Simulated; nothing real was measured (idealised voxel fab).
Process module in this document: voxel released beams
cross-section cut | 140 nm wide | cells 5 nm
A cross-section is a grid of square cells, given in bands from the top down. A band is one or more rows of cells.
Top height, bottom height, nm. Materials left to right, width each, nm. Single material + "throughout" = fills band edge to edge. "air" = empty.
Heights are measured from 0, the level below which the as-received wafer is all one material; the lowest band has no bottom and continues downward, written as in "0 nm and below".
Graded width ("30->40"): value in top row of band = first number; value in bottom row = second number; row-to-row change constant.
It should be understood that the words "remains unaltered", when stated for a given step, signify that the cross-section underwent no change in any of its cells during that step.
The list in "Cavities, sealed" covers empty spaces of 8 cells or more that cannot reach the top through any open way, and it gives each as width x height at distance; the distance is from the left edge, and width, height and distance are in nm.
Formally, on a step line, whatever follows the settings is a remark that the simulator itself makes on the step.
overlay nm: for a step with a mask, the amount by which the mask lay right of where it was planned; a negative amount means left of it.

Below is the list of planned process steps
step 1: RECEIVE,material Si
step 2: CONFORMAL_DEP,material Al2O3,thk nm 5
step 3: DIRECTIONAL_DEP,material SiO2,thk nm 10
step 4: MASKED_ETCH,tone open,mask id ANCHOR,width nm 30,etch materials SiO2,depth nm 10,overlay nm 0
step 5: CONFORMAL_DEP,material W,thk nm 10
step 6: MASKED_ETCH,tone cover,mask id BEAM,width nm 80,etch materials W,depth nm 10,overlay nm 0
step 7: STRIP,etch materials SiO2

Cross-section, incoming material, after step 1
  0 nm and below | Si throughout
  Cavities, sealed: none

Final wafer profile in cross-section after the module, from the same start and plan as above, with one mistake made during processing
  25 nm to 15 nm | air 25 nm; W 80 nm; air 35 nm
  15 nm to 5 nm | air 35 nm; W 20 nm; air 85 nm
  5 nm to 0 nm | Al2O3 throughout
  0 nm and below | Si throughout
  Cavities, sealed: none
It is concluded that the wafer was processed incorrectly with respect to the plan, in that it should be noted that step 4 was executed with settings other than those planned, the operation and settings actually applied being MASKED_ETCH,tone open,mask id ANCHOR,width nm 20,etch materials SiO2,depth nm 10,overlay nm 0
